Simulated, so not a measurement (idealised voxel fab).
process module | voxel double patterning
Xsec cut, 240 nm wide, square cell size 5 nm.
We lay out every cross-section as a grid of square cells and spell it out in bands from the top down, where one band means one or more rows of cells. Heads up on the band format: heights come first, top then bottom, in nm. After that it's the materials left to right, each with its width in nm. A single material flagged "throughout" fills the whole band edge to edge, and "air" means there's empty space there. Beneath 0, the wafer as received is one material, and that level is where height counting begins. The lowest band goes on downward without a bottom; it is written like "top 0, no bottom". The width entry "30 to 40" should be interpreted row by row: the top row of cells in the band takes the first number, the bottom row takes the second number, and the change between adjacent rows is uniform throughout. Basically "stayed the same" means that step didn't change any cell in the cross-section. "Sealed internal cavities" - sealed voids, min. 8 cells, no opening to top; format: width x height at distance (distance from left edge; nm throughout). If you see something after the settings on a step's line, that's the simulator's own remark about that step. "overlay nm", when on a step's line for a step with a mask, measures how far to the right of its planned place the mask lay; a negative measure means to the left.
Process steps (planned):
step 1: RECEIVE: material Si
step 2: CONFORMAL_DEP: material SiO2, thk nm 10
step 3: DIRECTIONAL_DEP: material W, thk nm 15
step 4: DIRECTIONAL_DEP: material SiCN, thk nm 5
step 5: PATTERN: tone open, mask id FIRST, material resist, width nm 15, pitch nm 50, thk nm 15, overlay nm 0
step 6: DIRECTIONAL_ETCH: etch materials SiCN, depth nm 5
step 7: STRIP: etch materials resist
step 8: DIRECTIONAL_DEP: material aC, thk nm 10
step 9: PATTERN: tone open, mask id SECOND, material resist, width nm 15, thk nm 30, overlay nm 0
step 10: DIRECTIONAL_ETCH: etch materials aC, depth nm 10
step 11: STRIP: etch materials resist
step 12: DIRECTIONAL_ETCH: etch materials SiCN, depth nm 5
step 13: STRIP: etch materials aC
step 14: DIRECTIONAL_ETCH: etch materials W, depth nm 15
step 15: STRIP: etch materials SiCN
Wafer at receipt (post step 1), cross-section:
- top 0, no bottom: Si throughout
- Sealed internal cavities: none
Wafer cross-section at module end: first of two, run to plan:
- top 25, bottom 10: W: 85 / air: 15 / W: 10 / air: 15 / W: 10 / air: 15 / W: 90
- top 10, bottom 0: SiO2 throughout
- top 0, no bottom: Si throughout
- Sealed internal cavities: none
Wafer two cross-section, module end. Start and plan unchanged from wafer one; one mistake made during the run:
- top 25, bottom 15: SiO2 throughout
- top 15, bottom 0: W throughout
- top 0, no bottom: Si throughout
- Sealed internal cavities: none
The plan and the run diverged here: deviation from plan: step 3 and step 2 executed in one another's positions
End check, counted in cells, second wafer has more or fewer of these materials than the first: 27 more of W
